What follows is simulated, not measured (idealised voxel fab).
process module | voxel wiring stack
cross-section cut | 250 nm wide | cells 5 nm
A cross-section is a grid of square cells, given in bands from the top down. A band is one or more rows of cells.
Each band's line starts with the height of the band's top and of its bottom, in nm. Then come its materials from left to right, each with its width in nm. One material with "throughout" fills the band from edge to edge. "air" is empty space.
Height 0 is the level under which the wafer as received is all one material. The lowest band goes on downwards, as in "0 down".
A width such as "30 to 40" changes by the same amount from each row of cells to the next, from the band's top row to its bottom row.
"no change" after a step means that no cell of the cross-section changed.
closed voids: empty space of 8 cells or more with no open way to the top, each as width x height at its distance from the left edge, in nm
after a step's settings: what the simulator itself notes on the step
overlay nm, on a step with a mask: how far to the right of its planned place the mask lay; to the left if negative
plan
1 op RECEIVE | material Si
2 op CONFORMAL_DEP | material SiO2 | thk nm 10
3 op CONFORMAL_DEP | material SiN | thk nm 5
4 op DIRECTIONAL_DEP | material SiO2 | thk nm 20
5 op DIRECTIONAL_DEP | material aC | thk nm 10
6 op PATTERN | tone open | mask id METAL_1 | material resist | width nm 20 | pitch nm 40 | thk nm 25 | overlay nm 0
7 op DIRECTIONAL_ETCH | etch materials aC | depth nm 10
8 op STRIP | etch materials resist
9 op DIRECTIONAL_ETCH | etch materials SiO2 | depth nm 20
10 op DIRECTIONAL_ETCH | etch materials SiN | depth nm 5
11 op STRIP | etch materials aC
12 op CONFORMAL_DEP | material TiN | thk nm 5
13 op FILL_DEP | material Cu | thk nm 5
14 op CMP | height nm 35
15 op CONFORMAL_DEP | material SiCN | thk nm 5
16 op DIRECTIONAL_DEP | material lowk | thk nm 30
17 op MASKED_ETCH | tone open | mask id METAL_2 | width nm 20 | pitch nm 40 | etch materials lowk | depth nm 20 | overlay nm 0
18 op PATTERN | tone open | mask id METAL_2_HOLES | material resist | width nm 15 | pitch nm 40 | thk nm 20 | overlay nm 0
19 op DIRECTIONAL_ETCH | etch materials lowk | depth nm 10
20 op DIRECTIONAL_ETCH | etch materials SiCN | depth nm 5
21 op STRIP | etch materials resist
22 op CONFORMAL_DEP | material TiN | thk nm 5
23 op FILL_DEP | material Cu | thk nm 10
24 op CMP | height nm 70
25 op CONFORMAL_DEP | material SiCN | thk nm 5
26 op DIRECTIONAL_DEP | material lowk | thk nm 10
27 op DIRECTIONAL_DEP | material aC | thk nm 15
28 op PATTERN | tone open | mask id PLUG_2 | material resist | width nm 15 | thk nm 35 | overlay nm 0
29 op DIRECTIONAL_ETCH | etch materials aC | depth nm 15
30 op STRIP | etch materials resist
31 op DIRECTIONAL_ETCH | etch materials lowk | depth nm 10
32 op DIRECTIONAL_ETCH | etch materials SiCN | depth nm 5
33 op STRIP | etch materials aC
34 op EPI | material Ru | thk nm 10
35 op EPI | material Ru | thk nm 5
36 op CONFORMAL_DEP | material SiCN | thk nm 5
37 op DIRECTIONAL_DEP | material lowk | thk nm 20
38 op PATTERN | tone open | mask id METAL_3 | material resist | width nm 20 | pitch nm 40 | thk nm 15 | overlay nm 0
39 op DIRECTIONAL_ETCH | etch materials lowk | depth nm 20
40 op DIRECTIONAL_ETCH | etch materials SiCN | depth nm 5
41 op STRIP | etch materials resist
42 op CONFORMAL_DEP | material TiN | thk nm 5
43 op FILL_DEP | material Cu | thk nm 5
44 op CMP | height nm 110
45 op EPI | material Ru | thk nm 5
46 op FILL_DEP | material SiCN | thk nm 5
47 op DIRECTIONAL_DEP | material SiO2 | thk nm 10
48 op DIRECTIONAL_DEP | material aC | thk nm 10
49 op PATTERN | tone open | mask id PLUG_3 | material resist | width nm 15 | pitch nm 40 | thk nm 30 | overlay nm 0
50 op DIRECTIONAL_ETCH | etch materials aC | depth nm 10
51 op STRIP | etch materials resist
52 op DIRECTIONAL_ETCH | etch materials SiO2 | depth nm 10
53 op DIRECTIONAL_ETCH | etch materials SiCN | depth nm 5
54 op STRIP | etch materials aC
55 op EPI | material Ru | thk nm 10
56 op EPI | material Ru | thk nm 5
57 op CONFORMAL_DEP | material SiN | thk nm 5
58 op DIRECTIONAL_DEP | material SiO2 | thk nm 15
59 op MASKED_ETCH | tone open | mask id METAL_4 | width nm 20 | pitch nm 40 | etch materials SiO2 | depth nm 15 | overlay nm 0
60 op MASKED_ETCH | tone open | mask id METAL_4 | width nm 20 | pitch nm 40 | etch materials SiN | depth nm 5 | overlay nm 0
61 op CONFORMAL_DEP | material TiN | thk nm 5
62 op FILL_DEP | material W | thk nm 10
63 op CMP | height nm 150
64 op EPI | material Ru | thk nm 5
65 op FILL_DEP | material SiCN | thk nm 5
first wafer, as planned
as received, after step 1
  0 down: Si throughout
  closed voids: none
after step 2
  10 to 0: SiO2 throughout
  below 0: unchanged
after step 3
  15 to 10: SiN throughout
  below 10: unchanged
after step 4
  35 to 15: SiO2 throughout
  below 15: unchanged
after step 5
  45 to 35: aC throughout
  below 35: unchanged
after step 6
  70 to 45: resist 95 | air 20 | resist 20 | air 20 | resist 95
  below 45: unchanged
after step 7
  60 to 45: resist 95 | air 20 | resist 20 | air 20 | resist 95
  45 to 35: aC 95 | air 20 | aC 20 | air 20 | aC 95
  below 35: unchanged
after step 8
  45 to 35: aC 95 | air 20 | aC 20 | air 20 | aC 95
  below 35: unchanged
after step 9
  45 to 35: aC 95 | air 20 | aC 20 | air 20 | aC 95
  35 to 15: SiO2 95 | air 20 | SiO2 20 | air 20 | SiO2 95
  below 15: unchanged
after step 10
  45 to 35: aC 95 | air 20 | aC 20 | air 20 | aC 95
  35 to 15: SiO2 95 | air 20 | SiO2 20 | air 20 | SiO2 95
  15 to 10: SiN 95 | air 20 | SiN 20 | air 20 | SiN 95
  below 10: unchanged
after step 11
  35 to 15: SiO2 95 | air 20 | SiO2 20 | air 20 | SiO2 95
  below 15: unchanged
after step 12
  40 to 35: TiN 100 | air 10 | TiN 30 | air 10 | TiN 100
  35 to 15: SiO2 95 | TiN 5 | air 10 | TiN 5 | SiO2 20 | TiN 5 | air 10 | TiN 5 | SiO2 95
  15 to 10: SiN 95 | TiN 20 | SiN 20 | TiN 20 | SiN 95
  below 10: unchanged
after step 13
  45 to 40: Cu throughout
  40 to 35: TiN 100 | Cu 10 | TiN 30 | Cu 10 | TiN 100
  35 to 15: SiO2 95 | TiN 5 | Cu 10 | TiN 5 | SiO2 20 | TiN 5 | Cu 10 | TiN 5 | SiO2 95
  below 15: unchanged
after step 14
  35 to 15: SiO2 95 | TiN 5 | Cu 10 | TiN 5 | SiO2 20 | TiN 5 | Cu 10 | TiN 5 | SiO2 95
  below 15: unchanged
after step 15
  40 to 35: SiCN throughout
  below 35: unchanged
after step 16
  70 to 40: lowk throughout
  below 40: unchanged
after step 17
  70 to 50: lowk 95 | air 20 | lowk 20 | air 20 | lowk 95
  below 50: unchanged
after step 18
  90 to 70: resist 95 | air 15 | resist 25 | air 15 | resist 100
  70 to 50: lowk 95 | air 15 | resist 5 | lowk 20 | air 15 | resist 5 | lowk 95
  below 50: unchanged
after step 19
  90 to 70: resist 95 | air 15 | resist 25 | air 15 | resist 100
  70 to 50: lowk 95 | air 15 | resist 5 | lowk 20 | air 15 | resist 5 | lowk 95
  50 to 40: lowk 95 | air 15 | lowk 25 | air 15 | lowk 100
  below 40: unchanged
after step 20
  90 to 70: resist 95 | air 15 | resist 25 | air 15 | resist 100
  70 to 50: lowk 95 | air 15 | resist 5 | lowk 20 | air 15 | resist 5 | lowk 95
  50 to 40: lowk 95 | air 15 | lowk 25 | air 15 | lowk 100
  40 to 35: SiCN 95 | air 15 | SiCN 25 | air 15 | SiCN 100
  below 35: unchanged
after step 21
  70 to 50: lowk 95 | air 20 | lowk 20 | air 20 | lowk 95
  below 50: unchanged
after step 22
  75 to 70: TiN 100 | air 10 | TiN 30 | air 10 | TiN 100
  70 to 55: lowk 95 | TiN 5 | air 10 | TiN 5 | lowk 20 | TiN 5 | air 10 | TiN 5 | lowk 95
  55 to 50: lowk 95 | TiN 5 | air 5 | TiN 10 | lowk 20 | TiN 5 | air 5 | TiN 10 | lowk 95
  50 to 40: lowk 95 | TiN 5 | air 5 | TiN 5 | lowk 25 | TiN 5 | air 5 | TiN 5 | lowk 100
  40 to 35: SiCN 95 | TiN 15 | SiCN 25 | TiN 15 | SiCN 100
  below 35: unchanged
after step 23
  85 to 75: Cu throughout
  75 to 70: TiN 100 | Cu 10 | TiN 30 | Cu 10 | TiN 100
  70 to 55: lowk 95 | TiN 5 | Cu 10 | TiN 5 | lowk 20 | TiN 5 | Cu 10 | TiN 5 | lowk 95
  55 to 50: lowk 95 | TiN 5 | Cu 5 | TiN 10 | lowk 20 | TiN 5 | Cu 5 | TiN 10 | lowk 95
  50 to 40: lowk 95 | TiN 5 | Cu 5 | TiN 5 | lowk 25 | TiN 5 | Cu 5 | TiN 5 | lowk 100
  below 40: unchanged
after step 24
  70 to 55: lowk 95 | TiN 5 | Cu 10 | TiN 5 | lowk 20 | TiN 5 | Cu 10 | TiN 5 | lowk 95
  below 55: unchanged
after step 25
  75 to 70: SiCN throughout
  below 70: unchanged
after step 26
  85 to 75: lowk throughout
  below 75: unchanged
after step 27
  100 to 85: aC throughout
  below 85: unchanged
after step 28
  135 to 100: resist 95 | air 15 | resist 140
  below 100: unchanged
after step 29
  120 to 100: resist 95 | air 15 | resist 140
  100 to 85: aC 95 | air 15 | aC 140
  below 85: unchanged
after step 30
  100 to 85: aC 95 | air 15 | aC 140
  below 85: unchanged
after step 31
  100 to 85: aC 95 | air 15 | aC 140
  85 to 75: lowk 95 | air 15 | lowk 140
  below 75: unchanged
after step 32
  100 to 85: aC 95 | air 15 | aC 140
  85 to 75: lowk 95 | air 15 | lowk 140
  75 to 70: SiCN 95 | air 15 | SiCN 140
  below 70: unchanged
after step 33
  85 to 75: lowk 95 | air 15 | lowk 140
  below 75: unchanged
after step 34
  85 to 80: lowk 95 | air 15 | lowk 140
  80 to 75: lowk 95 | Ru 15 | lowk 140
  75 to 70: SiCN 95 | Ru 15 | SiCN 140
  below 70: unchanged
after step 35
  85 to 75: lowk 95 | Ru 15 | lowk 140
  below 75: unchanged
after step 36
  90 to 85: SiCN throughout
  below 85: unchanged
after step 37
  110 to 90: lowk throughout
  below 90: unchanged
after step 38
  125 to 110: resist 95 | air 20 | resist 20 | air 20 | resist 95
  below 110: unchanged
after step 39
  125 to 110: resist 95 | air 20 | resist 20 | air 20 | resist 95
  110 to 90: lowk 95 | air 20 | lowk 20 | air 20 | lowk 95
  below 90: unchanged
after step 40
  125 to 110: resist 95 | air 20 | resist 20 | air 20 | resist 95
  110 to 90: lowk 95 | air 20 | lowk 20 | air 20 | lowk 95
  90 to 85: SiCN 95 | air 20 | SiCN 20 | air 20 | SiCN 95
  below 85: unchanged
after step 41
  110 to 90: lowk 95 | air 20 | lowk 20 | air 20 | lowk 95
  below 90: unchanged
after step 42
  115 to 110: TiN 100 | air 10 | TiN 30 | air 10 | TiN 100
  110 to 90: lowk 95 | TiN 5 | air 10 | TiN 5 | lowk 20 | TiN 5 | air 10 | TiN 5 | lowk 95
  90 to 85: SiCN 95 | TiN 20 | SiCN 20 | TiN 20 | SiCN 95
  below 85: unchanged
after step 43
  120 to 115: Cu throughout
  115 to 110: TiN 100 | Cu 10 | TiN 30 | Cu 10 | TiN 100
  110 to 90: lowk 95 | TiN 5 | Cu 10 | TiN 5 | lowk 20 | TiN 5 | Cu 10 | TiN 5 | lowk 95
  below 90: unchanged
after step 44
  110 to 90: lowk 95 | TiN 5 | Cu 10 | TiN 5 | lowk 20 | TiN 5 | Cu 10 | TiN 5 | lowk 95
  below 90: unchanged
after step 45
  115 to 110: air 90 | Ru 30 | air 10 | Ru 30 | air 90
  below 110: unchanged
after step 46
  120 to 115: SiCN throughout
  115 to 110: SiCN 90 | Ru 30 | SiCN 10 | Ru 30 | SiCN 90
  below 110: unchanged
after step 47
  130 to 120: SiO2 throughout
  below 120: unchanged
after step 48
  140 to 130: aC throughout
  below 130: unchanged
after step 49
  170 to 140: resist 95 | air 15 | resist 25 | air 15 | resist 100
  below 140: unchanged
after step 50
  160 to 140: resist 95 | air 15 | resist 25 | air 15 | resist 100
  140 to 130: aC 95 | air 15 | aC 25 | air 15 | aC 100
  below 130: unchanged
after step 51
  140 to 130: aC 95 | air 15 | aC 25 | air 15 | aC 100
  below 130: unchanged
after step 52
  140 to 130: aC 95 | air 15 | aC 25 | air 15 | aC 100
  130 to 120: SiO2 95 | air 15 | SiO2 25 | air 15 | SiO2 100
  below 120: unchanged
after step 53
  140 to 130: aC 95 | air 15 | aC 25 | air 15 | aC 100
  130 to 120: SiO2 95 | air 15 | SiO2 25 | air 15 | SiO2 100
  120 to 115: SiCN 95 | air 15 | SiCN 25 | air 15 | SiCN 100
  below 115: unchanged
after step 54
  130 to 120: SiO2 95 | air 15 | SiO2 25 | air 15 | SiO2 100
  below 120: unchanged
after step 55
  130 to 125: SiO2 95 | air 15 | SiO2 25 | air 15 | SiO2 100
  125 to 120: SiO2 95 | Ru 15 | SiO2 25 | Ru 15 | SiO2 100
  120 to 110: SiCN 95 to 90 | Ru 15 to 30 | SiCN 25 to 10 | Ru 15 to 30 | SiCN 100 to 90
  below 110: unchanged
after step 56
  130 to 120: SiO2 95 | Ru 15 | SiO2 25 | Ru 15 | SiO2 100
  below 120: unchanged
after step 57
  135 to 130: SiN throughout
  below 130: unchanged
after step 58
  150 to 135: SiO2 throughout
  below 135: unchanged
after step 59
  150 to 135: SiO2 95 | air 20 | SiO2 20 | air 20 | SiO2 95
  below 135: unchanged
after step 60
  150 to 135: SiO2 95 | air 20 | SiO2 20 | air 20 | SiO2 95
  135 to 130: SiN 95 | air 20 | SiN 20 | air 20 | SiN 95
  below 130: unchanged
after step 61
  155 to 150: TiN 100 | air 10 | TiN 30 | air 10 | TiN 100
  150 to 135: SiO2 95 | TiN 5 | air 10 | TiN 5 | SiO2 20 | TiN 5 | air 10 | TiN 5 | SiO2 95
  135 to 130: SiN 95 | TiN 20 | SiN 20 | TiN 20 | SiN 95
  below 130: unchanged
after step 62
  165 to 155: W throughout
  155 to 150: TiN 100 | W 10 | TiN 30 | W 10 | TiN 100
  150 to 135: SiO2 95 | TiN 5 | W 10 | TiN 5 | SiO2 20 | TiN 5 | W 10 | TiN 5 | SiO2 95
  below 135: unchanged
after step 63
  150 to 135: SiO2 95 | TiN 5 | W 10 | TiN 5 | SiO2 20 | TiN 5 | W 10 | TiN 5 | SiO2 95
  below 135: unchanged
after step 64
  155 to 150: air 90 | Ru 30 | air 10 | Ru 30 | air 90
  below 150: unchanged
after step 65
  160 to 155: SiCN throughout
  155 to 150: SiCN 90 | Ru 30 | SiCN 10 | Ru 30 | SiCN 90
  below 150: unchanged
second wafer: like start, like plan, one mistake. Through step 13 it matches the first wafer
when step 14 should have ended
  25 to 15: SiO2 95 | TiN 5 | Cu 10 | TiN 5 | SiO2 20 | TiN 5 | Cu 10 | TiN 5 | SiO2 95
  below 15: unchanged
when step 15 should have ended
  30 to 25: SiCN throughout
  below 25: unchanged
when step 16 should have ended
  60 to 30: lowk throughout
  below 30: unchanged
when step 17 should have ended
  60 to 40: lowk 95 | air 20 | lowk 20 | air 20 | lowk 95
  below 40: unchanged
when step 18 should have ended
  80 to 60: resist 95 | air 15 | resist 25 | air 15 | resist 100
  60 to 40: lowk 95 | air 15 | resist 5 | lowk 20 | air 15 | resist 5 | lowk 95
  below 40: unchanged
when step 19 should have ended
  80 to 60: resist 95 | air 15 | resist 25 | air 15 | resist 100
  60 to 40: lowk 95 | air 15 | resist 5 | lowk 20 | air 15 | resist 5 | lowk 95
  40 to 30: lowk 95 | air 15 | lowk 25 | air 15 | lowk 100
  below 30: unchanged
when step 20 should have ended
  80 to 60: resist 95 | air 15 | resist 25 | air 15 | resist 100
  60 to 40: lowk 95 | air 15 | resist 5 | lowk 20 | air 15 | resist 5 | lowk 95
  40 to 30: lowk 95 | air 15 | lowk 25 | air 15 | lowk 100
  30 to 25: SiCN 95 | air 15 | SiCN 25 | air 15 | SiCN 100
  below 25: unchanged
when step 21 should have ended
  60 to 40: lowk 95 | air 20 | lowk 20 | air 20 | lowk 95
  below 40: unchanged
when step 22 should have ended
  65 to 60: TiN 100 | air 10 | TiN 30 | air 10 | TiN 100
  60 to 45: lowk 95 | TiN 5 | air 10 | TiN 5 | lowk 20 | TiN 5 | air 10 | TiN 5 | lowk 95
  45 to 40: lowk 95 | TiN 5 | air 5 | TiN 10 | lowk 20 | TiN 5 | air 5 | TiN 10 | lowk 95
  40 to 30: lowk 95 | TiN 5 | air 5 | TiN 5 | lowk 25 | TiN 5 | air 5 | TiN 5 | lowk 100
  30 to 25: SiCN 95 | TiN 15 | SiCN 25 | TiN 15 | SiCN 100
  below 25: unchanged
when step 23 should have ended
  75 to 65: Cu throughout
  65 to 60: TiN 100 | Cu 10 | TiN 30 | Cu 10 | TiN 100
  60 to 45: lowk 95 | TiN 5 | Cu 10 | TiN 5 | lowk 20 | TiN 5 | Cu 10 | TiN 5 | lowk 95
  45 to 40: lowk 95 | TiN 5 | Cu 5 | TiN 10 | lowk 20 | TiN 5 | Cu 5 | TiN 10 | lowk 95
  40 to 30: lowk 95 | TiN 5 | Cu 5 | TiN 5 | lowk 25 | TiN 5 | Cu 5 | TiN 5 | lowk 100
  below 30: unchanged
when step 24 should have ended
  70 to 65: Cu throughout
  below 65: unchanged
when step 25 should have ended
  75 to 70: SiCN throughout
  below 70: unchanged
when step 26 should have ended
  85 to 75: lowk throughout
  below 75: unchanged
when step 27 should have ended
  100 to 85: aC throughout
  below 85: unchanged
when step 28 should have ended
  135 to 100: resist 95 | air 15 | resist 140
  below 100: unchanged
when step 29 should have ended
  120 to 100: resist 95 | air 15 | resist 140
  100 to 85: aC 95 | air 15 | aC 140
  below 85: unchanged
when step 30 should have ended
  100 to 85: aC 95 | air 15 | aC 140
  below 85: unchanged
when step 31 should have ended
  100 to 85: aC 95 | air 15 | aC 140
  85 to 75: lowk 95 | air 15 | lowk 140
  below 75: unchanged
when step 32 should have ended
  100 to 85: aC 95 | air 15 | aC 140
  85 to 75: lowk 95 | air 15 | lowk 140
  75 to 70: SiCN 95 | air 15 | SiCN 140
  below 70: unchanged
when step 33 should have ended
  85 to 75: lowk 95 | air 15 | lowk 140
  below 75: unchanged
when step 34 should have ended
  85 to 80: lowk 95 | air 15 | lowk 140
  80 to 75: lowk 95 | Ru 15 | lowk 140
  75 to 70: SiCN 95 | Ru 15 | SiCN 140
  below 70: unchanged
when step 35 should have ended
  85 to 75: lowk 95 | Ru 15 | lowk 140
  below 75: unchanged
when step 36 should have ended
  90 to 85: SiCN throughout
  below 85: unchanged
when step 37 should have ended
  110 to 90: lowk throughout
  below 90: unchanged
when step 38 should have ended
  125 to 110: resist 95 | air 20 | resist 20 | air 20 | resist 95
  below 110: unchanged
when step 39 should have ended
  125 to 110: resist 95 | air 20 | resist 20 | air 20 | resist 95
  110 to 90: lowk 95 | air 20 | lowk 20 | air 20 | lowk 95
  below 90: unchanged
when step 40 should have ended
  125 to 110: resist 95 | air 20 | resist 20 | air 20 | resist 95
  110 to 90: lowk 95 | air 20 | lowk 20 | air 20 | lowk 95
  90 to 85: SiCN 95 | air 20 | SiCN 20 | air 20 | SiCN 95
  below 85: unchanged
when step 41 should have ended
  110 to 90: lowk 95 | air 20 | lowk 20 | air 20 | lowk 95
  below 90: unchanged
when step 42 should have ended
  115 to 110: TiN 100 | air 10 | TiN 30 | air 10 | TiN 100
  110 to 90: lowk 95 | TiN 5 | air 10 | TiN 5 | lowk 20 | TiN 5 | air 10 | TiN 5 | lowk 95
  90 to 85: SiCN 95 | TiN 20 | SiCN 20 | TiN 20 | SiCN 95
  below 85: unchanged
when step 43 should have ended
  120 to 115: Cu throughout
  115 to 110: TiN 100 | Cu 10 | TiN 30 | Cu 10 | TiN 100
  110 to 90: lowk 95 | TiN 5 | Cu 10 | TiN 5 | lowk 20 | TiN 5 | Cu 10 | TiN 5 | lowk 95
  below 90: unchanged
when step 44 should have ended
  110 to 90: lowk 95 | TiN 5 | Cu 10 | TiN 5 | lowk 20 | TiN 5 | Cu 10 | TiN 5 | lowk 95
  below 90: unchanged
when step 45 should have ended
  115 to 110: air 90 | Ru 30 | air 10 | Ru 30 | air 90
  below 110: unchanged
when step 46 should have ended
  120 to 115: SiCN throughout
  115 to 110: SiCN 90 | Ru 30 | SiCN 10 | Ru 30 | SiCN 90
  below 110: unchanged
when step 47 should have ended
  130 to 120: SiO2 throughout
  below 120: unchanged
when step 48 should have ended
  140 to 130: aC throughout
  below 130: unchanged
when step 49 should have ended
  170 to 140: resist 95 | air 15 | resist 25 | air 15 | resist 100
  below 140: unchanged
when step 50 should have ended
  160 to 140: resist 95 | air 15 | resist 25 | air 15 | resist 100
  140 to 130: aC 95 | air 15 | aC 25 | air 15 | aC 100
  below 130: unchanged
when step 51 should have ended
  140 to 130: aC 95 | air 15 | aC 25 | air 15 | aC 100
  below 130: unchanged
when step 52 should have ended
  140 to 130: aC 95 | air 15 | aC 25 | air 15 | aC 100
  130 to 120: SiO2 95 | air 15 | SiO2 25 | air 15 | SiO2 100
  below 120: unchanged
when step 53 should have ended
  140 to 130: aC 95 | air 15 | aC 25 | air 15 | aC 100
  130 to 120: SiO2 95 | air 15 | SiO2 25 | air 15 | SiO2 100
  120 to 115: SiCN 95 | air 15 | SiCN 25 | air 15 | SiCN 100
  below 115: unchanged
when step 54 should have ended
  130 to 120: SiO2 95 | air 15 | SiO2 25 | air 15 | SiO2 100
  below 120: unchanged
when step 55 should have ended
  130 to 125: SiO2 95 | air 15 | SiO2 25 | air 15 | SiO2 100
  125 to 120: SiO2 95 | Ru 15 | SiO2 25 | Ru 15 | SiO2 100
  120 to 110: SiCN 95 to 90 | Ru 15 to 30 | SiCN 25 to 10 | Ru 15 to 30 | SiCN 100 to 90
  below 110: unchanged
when step 56 should have ended
  130 to 120: SiO2 95 | Ru 15 | SiO2 25 | Ru 15 | SiO2 100
  below 120: unchanged
when step 57 should have ended
  135 to 130: SiN throughout
  below 130: unchanged
when step 58 should have ended
  150 to 135: SiO2 throughout
  below 135: unchanged
when step 59 should have ended
  150 to 135: SiO2 95 | air 20 | SiO2 20 | air 20 | SiO2 95
  below 135: unchanged
when step 60 should have ended
  150 to 135: SiO2 95 | air 20 | SiO2 20 | air 20 | SiO2 95
  135 to 130: SiN 95 | air 20 | SiN 20 | air 20 | SiN 95
  below 130: unchanged
when step 61 should have ended
  155 to 150: TiN 100 | air 10 | TiN 30 | air 10 | TiN 100
  150 to 135: SiO2 95 | TiN 5 | air 10 | TiN 5 | SiO2 20 | TiN 5 | air 10 | TiN 5 | SiO2 95
  135 to 130: SiN 95 | TiN 20 | SiN 20 | TiN 20 | SiN 95
  below 130: unchanged
when step 62 should have ended
  165 to 155: W throughout
  155 to 150: TiN 100 | W 10 | TiN 30 | W 10 | TiN 100
  150 to 135: SiO2 95 | TiN 5 | W 10 | TiN 5 | SiO2 20 | TiN 5 | W 10 | TiN 5 | SiO2 95
  below 135: unchanged
when step 63 should have ended
  150 to 135: SiO2 95 | TiN 5 | W 10 | TiN 5 | SiO2 20 | TiN 5 | W 10 | TiN 5 | SiO2 95
  below 135: unchanged
when step 64 should have ended
  155 to 150: air 90 | Ru 30 | air 10 | Ru 30 | air 90
  below 150: unchanged
when step 65 should have ended
  160 to 155: SiCN throughout
  155 to 150: SiCN 90 | Ru 30 | SiCN 10 | Ru 30 | SiCN 90
  below 150: unchanged
what went wrong: step 14 ran as: op CMP | height nm 25
at the end the second wafer has, in cells: 46 more of Cu | 84 fewer of SiO2 | 38 more of TiN
